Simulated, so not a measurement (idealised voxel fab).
This is a process module. Its name is voxel released beams.
This is section cut - it's 190 nm across, gridded in 5 nm square cells.
Cross-section spec: square-cell grid; bands listed top down; each band is one or more rows. Band: top height; bottom height; in nm. Then, left to right: material with width in nm, for each material. "all across": a single material spanning edge to edge. "blank": empty space. The level at which height equals 0 is the one under which the wafer, as it arrives, is entirely one material. No lower edge exists for the bottom band, which continues downward and is notated as in "z 0 and below". The width entry "30 to 40" should be interpreted row by row: the top row of cells in the band takes the first number, the bottom row takes the second number, and the change between adjacent rows is uniform throughout. "no modifications" means the step left every cell of the cross-section as it was. "Sealed internal cavities" - sealed voids, min. 8 cells, no opening to top; format: width x height at distance (distance from left edge; nm throughout). Read whatever lies past the settings on a step's line as the simulator's own remark about the step. overlay nm: where the mask lay relative to plan, measured to the right, on steps with a mask; negatives go left.

# Set out below are the planned steps of the process
1. RECEIVE, material Si
2. CONFORMAL_DEP, material SiN, thk nm 10
3. DIRECTIONAL_DEP, material SiO2, thk nm 10
4. DIRECTIONAL_DEP, material aC, thk nm 15
5. PATTERN, tone open, mask id ANCHOR, material resist, width nm 35, thk nm 35, overlay nm 0
6. DIRECTIONAL_ETCH, etch materials aC, depth nm 15
7. STRIP, etch materials resist
8. DIRECTIONAL_ETCH, etch materials SiO2, depth nm 10
9. STRIP, etch materials aC
10. CONFORMAL_DEP, material TiN, thk nm 10
11. DIRECTIONAL_DEP, material aC, thk nm 10
12. PATTERN, tone cover, mask id BEAM, material resist, width nm 100, thk nm 30, overlay nm 0
13. DIRECTIONAL_ETCH, etch materials aC, depth nm 10
14. STRIP, etch materials resist
15. DIRECTIONAL_ETCH, etch materials TiN, depth nm 10
16. STRIP, etch materials aC
17. STRIP, etch materials SiO2

# Here's what the wafer looked like in cross-section when it arrived - that's after step 1
- z 0 and below | Si all across
- Sealed internal cavities: none

# Starting structure and process plan are as shown above, but one mistake was made in running the module; the wafer cross-section at the end of the module follows
- z 30 to 20 | blank 40; TiN 100; blank 50
- z 20 to 10 | SiN all across
- z 10 to 0 | SiO2 all across
- z 0 and below | Si all across
- Sealed internal cavities: none
What was done differently from what was planned? the intended sequence of steps 2 and 3 was reversed during processing, with each occupying the position of the other
